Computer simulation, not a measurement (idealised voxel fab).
Presented below is a process module, voxel capacitor over wiring.
Section shown: cut. Width: 265 nm. Cell size: 5 nm, square.
Cross-section = grid of square cells, listed top down in bands; band = one or more rows.
Top, bottom (nm), then materials left to right with widths (nm); lone material tagged "throughout" fills the whole band edge to edge; "empty" = empty space.
Heights are reckoned from 0. Under this level, the received wafer is all of one material. The bottommost band is open-ended downward, for example "z 0 and below".
Width "30..40": first value at the band's top row of cells, second value at its bottom row, equal change from row to row.
Key: "no modification" - step with no changed cell in the cross-section.
Enclosed voids (no open way to top), threshold 8 cells or more, entry "Encapsulated voids", notation width x height at distance, distance from left edge, nm.
Where a step's line continues beyond its settings, the continuation is a remark by the simulator itself on that step.
overlay nm, on a step with a mask: how far to the right of its planned place the mask lay; to the left if negative
## So here's the lineup of process steps we planned
1: RECEIVE [material Si]
2: CONFORMAL_DEP [material SiO2] [thk nm 15]
3: CONFORMAL_DEP [material SiCN] [thk nm 5]
4: DIRECTIONAL_DEP [material lowk] [thk nm 20]
5: DIRECTIONAL_DEP [material aC] [thk nm 10]
6: PATTERN [tone open] [mask id METAL_1] [material resist] [width nm 30] [pitch nm 80] [thk nm 25] [overlay nm 0]
7: DIRECTIONAL_ETCH [etch materials aC] [depth nm 10]
8: STRIP [etch materials resist]
9: DIRECTIONAL_ETCH [etch materials lowk] [depth nm 20]
10: DIRECTIONAL_ETCH [etch materials SiCN] [depth nm 5]
11: STRIP [etch materials aC]
12: CONFORMAL_DEP [material TiN] [thk nm 5]
13: FILL_DEP [material Ru] [thk nm 10]
14: CMP [height nm 40]
15: EPI [material Ru] [thk nm 5]
16: FILL_DEP [material SiCN] [thk nm 5]
17: DIRECTIONAL_DEP [material SiO2] [thk nm 20]
18: DIRECTIONAL_DEP [material aC] [thk nm 10]
19: PATTERN [tone open] [mask id PLUG_1] [material resist] [width nm 15] [thk nm 25] [overlay nm 0]
20: DIRECTIONAL_ETCH [etch materials aC] [depth nm 10]
21: STRIP [etch materials resist]
22: DIRECTIONAL_ETCH [etch materials SiO2] [depth nm 20]
23: DIRECTIONAL_ETCH [etch materials SiCN] [depth nm 5]
24: STRIP [etch materials aC]
25: CONFORMAL_DEP [material TiN] [thk nm 5]
26: FILL_DEP [material Cu] [thk nm 5]
27: CMP [height nm 70]
28: DIRECTIONAL_DEP [material TiN] [thk nm 5]
29: DIRECTIONAL_DEP [material SiN] [thk nm 5]
30: DIRECTIONAL_DEP [material TiN] [thk nm 5]
31: DIRECTIONAL_DEP [material aC] [thk nm 15]
32: PATTERN [tone cover] [mask id UPPER_PLATE] [material resist] [width nm 55] [thk nm 30] [overlay nm 0]
33: DIRECTIONAL_ETCH [etch materials aC] [depth nm 15]
34: STRIP [etch materials resist]
35: DIRECTIONAL_ETCH [etch materials TiN] [depth nm 5]
36: DIRECTIONAL_ETCH [etch materials SiN] [depth nm 5]
37: STRIP [etch materials aC]
38: MASKED_ETCH [tone cover] [mask id LOWER_PLATE] [width nm 65] [etch materials TiN] [depth nm 5] [overlay nm 0]
39: FILL_DEP [material SiO2] [thk nm 15]
40: CMP [height nm 95]
41: MASKED_ETCH [tone open] [mask id PLUG_2] [width nm 15] [etch materials SiO2] [depth nm 10] [overlay nm 0]
42: CONFORMAL_DEP [material TiN] [thk nm 5]
43: FILL_DEP [material Cu] [thk nm 5]
44: CMP [height nm 95]
45: CONFORMAL_DEP [material SiCN] [thk nm 5]
## Shown in cross-section is the wafer as received, that is, as it stands after step 1
  z 0 and below  Si throughout
  Encapsulated voids: none
## Wafer at module end, in section. Began as above, planned as above, run with one mistake
  z 100 to 95  SiCN throughout
  z 95 to 90  100 nm SiO2, 5 nm TiN, 5 nm Cu, 5 nm TiN, 150 nm SiO2
  z 90 to 85  100 nm SiO2, 15 nm TiN, 150 nm SiO2
  z 85 to 80  SiO2 throughout
  z 80 to 75  90 nm SiO2, 55 nm SiN, 120 nm SiO2
  z 75 to 70  85 nm SiO2, 65 nm TiN, 115 nm SiO2
  z 70 to 50  90 nm SiO2, 5 nm TiN, 5 nm Cu, 5 nm TiN, 160 nm SiO2
  z 50 to 45  90 nm SiCN, 15 nm TiN, 160 nm SiCN
  z 45 to 40  70 nm SiCN, 40 nm Ru, 40 nm SiCN, 40 nm Ru, 75 nm SiCN
  z 40 to 20  75 nm lowk, 5 nm TiN, 20 nm Ru, 5 nm TiN, 50 nm lowk, 5 nm TiN, 20 nm Ru, 5 nm TiN, 80 nm lowk
  z 20 to 15  75 nm SiCN, 30 nm TiN, 50 nm SiCN, 30 nm TiN, 80 nm SiCN
  z 15 to 0  SiO2 throughout
  z 0 and below  Si throughout
  Encapsulated voids: none
Error vs. plan: plan step 30 was not performed, having been skipped
